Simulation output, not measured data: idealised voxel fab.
This is a process module. Its name is voxel plated lines.
cross-section cut | 240 nm wide | cells 5 nm
Bands, listed from the top down, are how a cross-section gets written in this document; the cross-section itself is a grid of square cells, and a band is one or more rows of them. Read a band's entry like this: the first values are the height of its top and the height of its bottom in nm, and what follows is the sequence of materials from left to right, each with its width in nm. Note that "air" is empty space, and that a single material marked "throughout" reaches across the band from edge to edge. It should be noted that heights are counted from 0, beneath which the wafer as supplied is of one material throughout, and that the lowest band possesses no lower boundary but continues downward, as written in "0 and below". Note: "30..40" means the width goes from the first number (top row of the band) to the second number (bottom row) in equal steps per row of cells. Given "nothing changed" for a step, no cell of the cross-section differs between before and after that step. Entry "Enclosed internal cavities". Content: empty spaces with no open connection to the top, size 8 cells or greater. Each: width x height at distance. Distance: from left edge. Unit: nm. Formally, on a step line, whatever follows the settings is a remark that the simulator itself makes on the step. The optional step-line setting "overlay nm" applies to steps with a mask and quantifies how far to the right of its planned location the mask lay, a negative value indicating leftward placement.

plan:
| 1 | RECEIVE: material Si |
| 2 | CONFORMAL_DEP: material Al2O3, thk nm 10 |
| 3 | DIRECTIONAL_DEP: material TiN, thk nm 5 |
| 4 | PATTERN: tone open, mask id LINES, material resist, width nm 30, pitch nm 60, thk nm 30, overlay nm 0 |
| 5 | EPI: material Ru, thk nm 10 |
| 6 | EPI: material Ru, thk nm 10 |
| 7 | STRIP: etch materials resist |
| 8 | DIRECTIONAL_ETCH: etch materials TiN, depth nm 5 |
| 9 | CONFORMAL_DEP: material SiN, thk nm 5 |

Here's what the wafer looked like in cross-section when it arrived - that's after step 1:
0 and below  Si throughout
Enclosed internal cavities: none

Here's the wafer cut in cross-section after the module, started and planned just like above, except one thing was done wrong in the run:
35 down to 30  10 air | 40 SiN | 20 air | 40 SiN | 20 air | 40 SiN | 20 air | 40 SiN | 10 air
30 down to 10  10 air | 5 SiN | 30 Ru | 5 SiN | 20 air | 5 SiN | 30 Ru | 5 SiN | 20 air | 5 SiN | 30 Ru | 5 SiN | 20 air | 5 SiN | 30 Ru | 5 SiN | 10 air
10 down to 5  15 SiN | 30 TiN | 30 SiN | 30 TiN | 30 SiN | 30 TiN | 30 SiN | 30 TiN | 15 SiN
5 down to 0  Al2O3 throughout
0 and below  Si throughout
Enclosed internal cavities: none
Plan not followed: not per plan at step 2, really ran CONFORMAL_DEP: material Al2O3, thk nm 5
